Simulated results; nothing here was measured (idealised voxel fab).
A process module follows: voxel ribs on slabs.
FYI the section here is cut, 145 nm wide, cells are 5 nm squares.
Cross-section layout: square cells on a grid; listed as bands, top to bottom; a band spans one or more cell rows. Each band's line starts with the height of the band's top and of its bottom, in nm. Then come its materials from left to right, each with its width in nm. One material with "full width" fills the band from edge to edge. "blank" is empty space. The reference from which all heights are counted is 0, the level beneath which the as-received wafer is entirely one material; the lowest band, having no lower bound, proceeds downward and is written after the example "z 0 and below". So if you see something like "30..40" for the width, read it as the top row of the band sitting at the first number and the bottom row at the second, with every row in between moving by the same amount as the last. Any step labelled "nothing changed" changed none of the cells in the cross-section. Encapsulated voids: empty space of 8 cells or more with no open way to the top, each as width x height at its distance from the left edge, in nm. What comes after the settings on a step's line is commentary from the simulator itself on that step. overlay nm: for a step with a mask, the amount by which the mask lay right of where it was planned; a negative amount means left of it.

Plan
| 1 | RECEIVE (material Si) |
| 2 | DIRECTIONAL_DEP (material SiO2; thk nm 30) |
| 3 | DIRECTIONAL_DEP (material polySi; thk nm 15) |
| 4 | MASKED_ETCH (tone cover; mask id RIB; width nm 25; etch materials polySi; depth nm 5; overlay nm 0) |
| 5 | PATTERN (tone cover; mask id SLAB; material resist; width nm 65; thk nm 20; overlay nm 0) |
| 6 | DIRECTIONAL_ETCH (etch materials polySi; depth nm 10) |
| 7 | STRIP (etch materials resist) |
| 8 | FILL_DEP (material SiO2; thk nm 30) |
| 9 | CMP (height nm 65) |
| 10 | DIRECTIONAL_DEP (material TiN; thk nm 10) |
| 11 | PATTERN (tone cover; mask id HEATER; material resist; width nm 35; thk nm 15; overlay nm 0) |
| 12 | DIRECTIONAL_ETCH (etch materials TiN; depth nm 10) |
| 13 | STRIP (etch materials resist) |
| 14 | CONFORMAL_DEP (material SiO2; thk nm 5) |

Cross-section, incoming material, after step 1
    z 0 and below: Si full width
    Encapsulated voids: none

Module complete - cross-section of the first of two wafers, run according to plan
    z 80 to 75: blank 50 nm  SiO2 45 nm  blank 50 nm
    z 75 to 70: blank 50 nm  SiO2 5 nm  TiN 35 nm  SiO2 5 nm  blank 50 nm
    z 70 to 65: SiO2 55 nm  TiN 35 nm  SiO2 55 nm
    z 65 to 45: SiO2 full width
    z 45 to 40: SiO2 60 nm  polySi 25 nm  SiO2 60 nm
    z 40 to 30: SiO2 40 nm  polySi 65 nm  SiO2 40 nm
    z 30 to 0: SiO2 full width
    z 0 and below: Si full width
    Encapsulated voids: none

This cross-section belongs to the second wafer of two at the end of the module; the start and the plan were shared with the first, and the run included one mistake
    z 80 to 75: blank 50 nm  SiO2 45 nm  blank 50 nm
    z 75 to 70: blank 50 nm  SiO2 5 nm  TiN 35 nm  SiO2 5 nm  blank 50 nm
    z 70 to 65: SiO2 55 nm  TiN 35 nm  SiO2 55 nm
    z 65 to 45: SiO2 full width
    z 45 to 40: SiO2 65 nm  polySi 15 nm  SiO2 65 nm
    z 40 to 30: SiO2 40 nm  polySi 65 nm  SiO2 40 nm
    z 30 to 0: SiO2 full width
    z 0 and below: Si full width
    Encapsulated voids: none
Misprocessing identified: so step 4 ended up running with a different setting than we planned, it ran as MASKED_ETCH (tone cover; mask id RIB; width nm 15; etch materials polySi; depth nm 5; overlay nm 0)
At the finish, the second wafer shows more or fewer cells for some materials than the first does: 2 more of SiO2 | 2 fewer of polySi
